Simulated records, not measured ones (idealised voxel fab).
process module | voxel spacer lines
cross-section cut | 300 nm wide | cells 5 nm
A cross-section is a grid of square cells, given in bands from the top down. A band is one or more rows of cells.
Each band's line starts with the height of the band's top and of its bottom, in nm. Then come its materials from left to right, each with its width in nm. One material with "throughout" fills the band from edge to edge. "air" is empty space.
Height 0 is the level under which the wafer as received is all one material. The lowest band goes on downwards, as in "0 down".
A width such as "30 to 40" changes by the same amount from each row of cells to the next, from the band's top row to its bottom row.
"no change" after a step means that no cell of the cross-section changed.
closed voids: empty space of 8 cells or more with no open way to the top, each as width x height at its distance from the left edge, in nm
after a step's settings: what the simulator itself notes on the step
overlay nm, on a step with a mask: how far to the right of its planned place the mask lay; to the left if negative
plan
1 op RECEIVE | material Si
2 op CONFORMAL_DEP | material Al2O3 | thk nm 5
3 op DIRECTIONAL_DEP | material polySi | thk nm 10
4 op DIRECTIONAL_DEP | material aC | thk nm 25
5 op PATTERN | tone cover | mask id MANDREL | material resist | width nm 15 | pitch nm 60 | thk nm 30 | overlay nm 0
6 op DIRECTIONAL_ETCH | etch materials aC | depth nm 25
7 op STRIP | etch materials resist
8 op CONFORMAL_DEP | material SiN | thk nm 15
9 op DIRECTIONAL_ETCH | etch materials SiN | depth nm 15
10 op STRIP | etch materials aC
11 op DIRECTIONAL_ETCH | etch materials polySi | depth nm 10
12 op STRIP | etch materials SiN
13 op FILL_DEP | material lowk | thk nm 10
14 op CMP | height nm 15
as received, after step 1
  0 down: Si throughout
  closed voids: none
a wafer at the end: this start, this plan, one mistake
  15 to 10: Al2O3 throughout
  10 to 0: polySi throughout
  0 down: Si throughout
  closed voids: none
what went wrong: steps 2 and 3 were swapped
